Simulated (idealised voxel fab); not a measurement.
process module | voxel transistor to metal
cross-section cut | 290 nm wide | cells 5 nm
A cross-section is a grid of square cells, given in bands from the top down. A band is one or more rows of cells.
Each band's line starts with the height of the band's top and of its bottom, in nm. Then come its materials from left to right, each with its width in nm. One material with "throughout" fills the band from edge to edge. "air" is empty space.
Height 0 is the level under which the wafer as received is all one material. The lowest band goes on downwards, as in "0 down".
A width such as "30 to 40" changes by the same amount from each row of cells to the next, from the band's top row to its bottom row.
"no change" after a step means that no cell of the cross-section changed.
closed voids: empty space of 8 cells or more with no open way to the top, each as width x height at its distance from the left edge, in nm
after a step's settings: what the simulator itself notes on the step
overlay nm, on a step with a mask: how far to the right of its planned place the mask lay; to the left if negative
plan
1 op RECEIVE | material Si
2 op OXIDIZE | depth nm 5
3 op CONFORMAL_DEP | material SiN | thk nm 10
4 op PATTERN | tone cover | mask id ACTIVE | material resist | width nm 95 | pitch nm 115 | thk nm 20 | overlay nm 0
5 op DIRECTIONAL_ETCH | etch materials SiN | depth nm 10
6 op DIRECTIONAL_ETCH | etch materials SiO2 | depth nm 5
7 op DIRECTIONAL_ETCH | etch materials Si | depth nm 35
8 op STRIP | etch materials resist
9 op FILL_DEP | material SiO2 | thk nm 10
10 op CMP | height nm 10
11 op SELECTIVE_ETCH | etch materials SiO2 | depth nm 10
12 op STRIP | etch materials SiN
13 op SELECTIVE_ETCH | etch materials SiO2 | depth nm 5
14 op OXIDIZE | depth nm 5
15 op DIRECTIONAL_DEP | material polySi | thk nm 30
16 op DIRECTIONAL_DEP | material SiCN | thk nm 10
17 op DIRECTIONAL_DEP | material aC | thk nm 15
18 op PATTERN | tone cover | mask id GATE | material resist | width nm 25 | pitch nm 115 | thk nm 35 | overlay nm 0
19 op DIRECTIONAL_ETCH | etch materials aC | depth nm 15
20 op STRIP | etch materials resist
21 op DIRECTIONAL_ETCH | etch materials SiCN | depth nm 20
22 op DIRECTIONAL_ETCH | etch materials polySi | depth nm 40
23 op STRIP | etch materials aC
24 op CONFORMAL_DEP | material SiO2 | thk nm 5
25 op DIRECTIONAL_ETCH | etch materials SiO2 | depth nm 5
26 op CONFORMAL_DEP | material SiN | thk nm 10
27 op DIRECTIONAL_ETCH | etch materials SiN | depth nm 10
28 op DIRECTIONAL_ETCH | etch materials SiO2 | depth nm 5
29 op DIRECTIONAL_ETCH | etch materials Si | depth nm 15
30 op EPI | material nSi | thk nm 20
31 op FILL_DEP | material SiO2 | thk nm 10
32 op CMP | height nm 25
33 op STRIP | etch materials polySi
34 op SELECTIVE_ETCH | etch materials SiO2 | depth nm 5
35 op CONFORMAL_DEP | material HfO2 | thk nm 5
36 op CONFORMAL_DEP | material TiN | thk nm 5
37 op FILL_DEP | material W | thk nm 5
38 op CMP | height nm 20
39 op DIRECTIONAL_DEP | material SiO2 | thk nm 10
40 op PATTERN | tone open | mask id CONTACT | material resist | width nm 15 | thk nm 15 | overlay nm 0
41 op DIRECTIONAL_ETCH | etch materials SiO2 | depth nm 20
42 op STRIP | etch materials resist
43 op CONFORMAL_DEP | material TiN | thk nm 5
44 op FILL_DEP | material W | thk nm 5
45 op CMP | height nm 30
46 op CONFORMAL_DEP | material SiN | thk nm 5
47 op DIRECTIONAL_DEP | material lowk | thk nm 20
48 op MASKED_ETCH | tone open | mask id METAL_1 | width nm 15 | etch materials lowk | depth nm 20 | overlay nm 0
49 op MASKED_ETCH | tone open | mask id METAL_1 | width nm 15 | etch materials SiN | depth nm 5 | overlay nm 0
50 op CONFORMAL_DEP | material TiN | thk nm 5
51 op FILL_DEP | material Ru | thk nm 10
52 op CMP | height nm 55
53 op CONFORMAL_DEP | material SiCN | thk nm 5
54 op DIRECTIONAL_DEP | material lowk | thk nm 25
55 op PATTERN | tone open | mask id METAL_2 | material resist | width nm 15 | pitch nm 115 | thk nm 15 | overlay nm 0
56 op DIRECTIONAL_ETCH | etch materials lowk | depth nm 15
57 op STRIP | etch materials resist
58 op DIRECTIONAL_DEP | material aC | thk nm 15
59 op PATTERN | tone open | mask id METAL_2_HOLES | material resist | width nm 15 | pitch nm 115 | thk nm 30 | overlay nm 0
60 op DIRECTIONAL_ETCH | etch materials aC | depth nm 15
61 op STRIP | etch materials resist
62 op DIRECTIONAL_ETCH | etch materials lowk | depth nm 10
63 op DIRECTIONAL_ETCH | etch materials SiCN | depth nm 5
64 op STRIP | etch materials aC
65 op CONFORMAL_DEP | material TiN | thk nm 5
66 op FILL_DEP | material Ru | thk nm 5
67 op CMP | height nm 85
68 op CONFORMAL_DEP | material SiCN | thk nm 5
as received, after step 1
  0 down: Si throughout
  closed voids: none
first wafer at the end, as planned
  90 to 85: SiCN throughout
  85 to 60: lowk 45 | TiN 5 | Ru 5 | TiN 5 | lowk 100 | TiN 5 | Ru 5 | TiN 5 | lowk 115
  60 to 55: SiCN 45 | TiN 15 | SiCN 100 | TiN 15 | SiCN 115
  55 to 35: lowk 45 | TiN 5 | Ru 5 | TiN 5 | lowk 55 | TiN 5 | Ru 5 | TiN 5 | lowk 30 | TiN 5 | Ru 5 | TiN 5 | lowk 55 | TiN 5 | Ru 5 | TiN 5 | lowk 45
  35 to 30: SiN 45 | TiN 15 | SiN 55 | TiN 15 | SiN 30 | TiN 15 | SiN 55 | TiN 15 | SiN 45
  30 to 20: SiO2 45 | TiN 5 | W 5 | TiN 5 | SiO2 55 | TiN 5 | W 5 | TiN 5 | SiO2 30 | TiN 5 | W 5 | TiN 5 | SiO2 55 | TiN 5 | W 5 | TiN 5 | SiO2 45
  20 to 15: SiO2 45 | TiN 5 | W 5 | TiN 5 | SiN 10 | HfO2 5 | TiN 5 | W 15 | TiN 5 | HfO2 5 | SiN 10 | TiN 5 | W 5 | TiN 5 | SiO2 30 | TiN 5 | W 5 | TiN 5 | SiN 10 | HfO2 5 | TiN 5 | W 15 | TiN 5 | HfO2 5 | SiN 10 | TiN 5 | W 5 | TiN 5 | SiO2 45
  15 to 10: SiO2 45 | TiN 15 | SiN 10 | HfO2 5 | TiN 5 | W 15 | TiN 5 | HfO2 5 | SiN 10 | TiN 15 | SiO2 30 | TiN 15 | SiN 10 | HfO2 5 | TiN 5 | W 15 | TiN 5 | HfO2 5 | SiN 10 | TiN 15 | SiO2 45
  10 to 0: SiO2 40 | nSi 20 | SiN 10 | HfO2 5 | TiN 5 | W 15 | TiN 5 | HfO2 5 | SiN 10 | nSi 20 | SiO2 20 | nSi 20 | SiN 10 | HfO2 5 | TiN 5 | W 15 | TiN 5 | HfO2 5 | SiN 10 | nSi 20 | SiO2 40
  0 to -5: SiO2 40 | nSi 20 | SiN 10 | HfO2 5 | TiN 25 | HfO2 5 | SiN 10 | nSi 20 | SiO2 20 | nSi 20 | SiN 10 | HfO2 5 | TiN 25 | HfO2 5 | SiN 10 | nSi 20 | SiO2 40
  -5 to -10: SiO2 35 | nSi 25 | SiO2 10 | HfO2 35 | SiO2 10 | nSi 25 | SiO2 10 | nSi 25 | SiO2 10 | HfO2 35 | SiO2 10 | nSi 25 | SiO2 35
  -10 to -25: SiO2 40 | nSi 20 | Si 55 | nSi 20 | SiO2 20 | nSi 20 | Si 55 | nSi 20 | SiO2 40
  -25 to -40: SiO2 40 | Si 95 | SiO2 20 | Si 95 | SiO2 40
  -40 down: Si throughout
  closed voids: none
second wafer at the end: like start, like plan, one mistake
  90 to 85: SiCN throughout
  85 to 60: lowk 45 | TiN 5 | Ru 5 | TiN 5 | lowk 100 | TiN 5 | Ru 5 | TiN 5 | lowk 115
  60 to 55: SiCN 45 | TiN 15 | SiCN 100 | TiN 15 | SiCN 115
  55 to 35: lowk 45 | TiN 5 | Ru 5 | TiN 5 | lowk 55 | TiN 5 | Ru 5 | TiN 5 | lowk 30 | TiN 5 | Ru 5 | TiN 5 | lowk 55 | TiN 5 | Ru 5 | TiN 5 | lowk 45
  35 to 30: SiN 45 | TiN 15 | SiN 55 | TiN 15 | SiN 30 | TiN 15 | SiN 55 | TiN 15 | SiN 45
  30 to 25: SiO2 45 | TiN 5 | W 5 | TiN 5 | SiO2 55 | TiN 5 | W 5 | TiN 5 | SiO2 30 | TiN 5 | W 5 | TiN 5 | SiO2 55 | TiN 5 | W 5 | TiN 5 | SiO2 45
  25 to 20: SiO2 45 | TiN 15 | SiO2 55 | TiN 15 | SiO2 30 | TiN 15 | SiO2 55 | TiN 15 | SiO2 45
  20 to 10: SiO2 45 | TiN 10 | SiN 15 | HfO2 5 | TiN 5 | W 15 | TiN 5 | HfO2 5 | SiN 15 | TiN 10 | SiO2 30 | TiN 10 | SiN 15 | HfO2 5 | TiN 5 | W 15 | TiN 5 | HfO2 5 | SiN 15 | TiN 10 | SiO2 45
  10 to 0: SiO2 55 | SiN 15 | HfO2 5 | TiN 5 | W 15 | TiN 5 | HfO2 5 | SiN 15 | SiO2 50 | SiN 15 | HfO2 5 | TiN 5 | W 15 | TiN 5 | HfO2 5 | SiN 15 | SiO2 55
  0 to -5: SiN 70 | HfO2 5 | TiN 25 | HfO2 5 | SiN 80 | HfO2 5 | TiN 25 | HfO2 5 | SiN 70
  -5 to -10: SiO2 70 | HfO2 35 | SiO2 80 | HfO2 35 | SiO2 70
  -10 to -40: SiO2 40 | Si 95 | SiO2 20 | Si 95 | SiO2 40
  -40 down: Si throughout
  closed voids: none
what went wrong: step 26 ran as: op CONFORMAL_DEP | material SiN | thk nm 15
at the end the second wafer has, in cells: 48 more of Si | 52 more of SiN | 24 more of SiO2 | 8 fewer of W | 116 fewer of nSi
